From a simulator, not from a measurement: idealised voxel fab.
The document below concerns the process module designated voxel ribs on slabs.
Square cells of 5 nm make up the cross-section cut, whose width is 270 nm.
In what follows, cross-sections appear as grids of square cells, described through bands that run from the top down, where every band is one or more rows of cells.
Heads up on the band format: heights come first, top then bottom, in nm. After that it's the materials left to right, each with its width in nm. A single material flagged "full width" fills the whole band edge to edge, and "empty" means there's empty space there.
Basically, 0 is our baseline, since under it the wafer straight out of the box is all one material. The bottom band has no lower end and keeps on going down, so it looks like "from 0 down".
With a width like "30->40", each row of cells in the band differs from the next by the same amount, the top row carrying the first number and the bottom row the second.
"same as before" means the step left every cell of the cross-section as it was.
Each empty space that has no open way to the top and spans at least 8 cells appears under "Closed void table" as width x height at distance, the distance counted from the left edge, all in nm.
Whatever follows a step's settings on its line is a remark the simulator itself makes about that step.
Each step line may optionally specify "overlay nm", which for a step with a mask gives the rightward distance between the mask's planned place and where it lay, a negative value indicating the leftward direction.
## The planned process steps are enumerated hereunder
1) RECEIVE, material Si
2) DIRECTIONAL_DEP, material SiO2, thk nm 25
3) DIRECTIONAL_DEP, material SiN, thk nm 20
4) PATTERN, tone cover, mask id RIB, material resist, width nm 15, thk nm 20, overlay nm 0
5) DIRECTIONAL_ETCH, etch materials SiN, depth nm 5
6) STRIP, etch materials resist
7) PATTERN, tone cover, mask id SLAB, material resist, width nm 75, thk nm 20, overlay nm 0
8) DIRECTIONAL_ETCH, etch materials SiN, depth nm 15
9) STRIP, etch materials resist
10) FILL_DEP, material SiO2, thk nm 25
11) CMP, height nm 60
12) DIRECTIONAL_DEP, material W, thk nm 5
13) MASKED_ETCH, tone cover, mask id HEATER, width nm 25, etch materials W, depth nm 5, overlay nm 0
14) CONFORMAL_DEP, material SiO2, thk nm 5
## This is the cross-section of the wafer as we received it, i.e. after step 1
> from 0 down  Si full width
> Closed void table: none
## First of two wafers: cross-section at end of module, run per plan
> from 70 to 65  115 nm empty, 35 nm SiO2, 120 nm empty
> from 65 to 60  120 nm SiO2, 25 nm W, 125 nm SiO2
> from 60 to 45  SiO2 full width
> from 45 to 40  125 nm SiO2, 15 nm SiN, 130 nm SiO2
> from 40 to 25  95 nm SiO2, 75 nm SiN, 100 nm SiO2
> from 25 to 0  SiO2 full width
> from 0 down  Si full width
> Closed void table: none
## Cross-section of the latter of the two wafers at module completion. It had an identical start and an identical plan to the former; in running it, one mistake was made
> from 70 to 65  115 nm empty, 35 nm SiO2, 120 nm empty
> from 65 to 60  120 nm SiO2, 25 nm W, 125 nm SiO2
> from 60 to 50  95 nm SiO2, 75 nm SiN, 100 nm SiO2
> from 50 to 0  SiO2 full width
> from 0 down  Si full width
> Closed void table: none
The mistake made against the process plan was this: execution of plan step 2 occurred twice
Wafer comparison, final, in cells, second relative to first, materials more or fewer: SiN -18, SiO2 +18
